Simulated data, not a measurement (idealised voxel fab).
The process module presented herein is designated voxel trench capacitor.
Cross-section cut spans 230 nm and uses square cells 5 nm in size.
A cross-section in this document is a grid of square cells, and it is written down as bands, the top band listed before the ones below it; a band is made up of one or more rows of cells. A band entry consists of two parts. The first gives the height of the band's top and the height of its bottom, in nm. The rest lists the band's materials from left to right, each with its width in nm. A single material labelled with the word "everywhere" fills the band from edge to edge, and the word "air" marks empty space. All heights in this document are referenced to 0, defined as the level beneath which the wafer, as received, consists entirely of one material. The lowest band is not bounded below; it extends indefinitely downward and is written in the form "0 -> down". Width: "30..40" (first number = top row, second number = bottom row, same change from row to row of cells). No cell of the cross-section changed in a step that is given as "same as before". Entry "Voids lacking openings". Content: empty spaces with no open connection to the top, size 8 cells or greater. Each: width x height at distance. Distance: from left edge. Unit: nm. Anything after a step's settings on that line? It's the simulator's own note about the step. You can add "overlay nm" to a step's line. For a step with a mask, it describes how far the mask lay to the right of its planned position, and a negative number describes a lay to the left.
Listed below are the process steps as planned:
1. RECEIVE: material Si
2. CONFORMAL_DEP: material SiN, thk nm 10
3. MASKED_ETCH: tone open, mask id TRENCH, width nm 20, pitch nm 45, etch materials SiN, depth nm 10, overlay nm 0
4. MASKED_ETCH: tone open, mask id TRENCH, width nm 20, pitch nm 45, etch materials Si, depth nm 25, overlay nm -15
5. CONFORMAL_DEP: material SiO2, thk nm 5
6. FILL_DEP: material polySi, thk nm 10
7. CMP: height nm 10
For this document, wafers share an identical start and vary in the step 4 overlay nm; the plan quotes the first wafer's value.
Here's the first of the wafers in cross-section, just as we got it, i.e. after step 1:
    0 -> down  Si everywhere
    Voids lacking openings: none
Gained (+) or lost (-) cells of each material since receipt, then closed voids: one row per wafer, at the end of the module:
overlay nm -15; -15 Si; +68 SiN; +33 SiO2; +6 polySi; Voids lacking openings: none
overlay nm -10; -30 Si; +68 SiN; +48 SiO2; +6 polySi; Voids lacking openings: none
overlay nm -5; -45 Si; +68 SiN; +48 SiO2; +21 polySi; Voids lacking openings: none
overlay nm 0; -60 Si; +68 SiN; +48 SiO2; +36 polySi; Voids lacking openings: none
overlay nm 5; -45 Si; +68 SiN; +48 SiO2; +21 polySi; Voids lacking openings: none
overlay nm 10; -30 Si; +68 SiN; +48 SiO2; +6 polySi; Voids lacking openings: none
overlay nm 15; -15 Si; +68 SiN; +33 SiO2; +6 polySi; Voids lacking openings: none
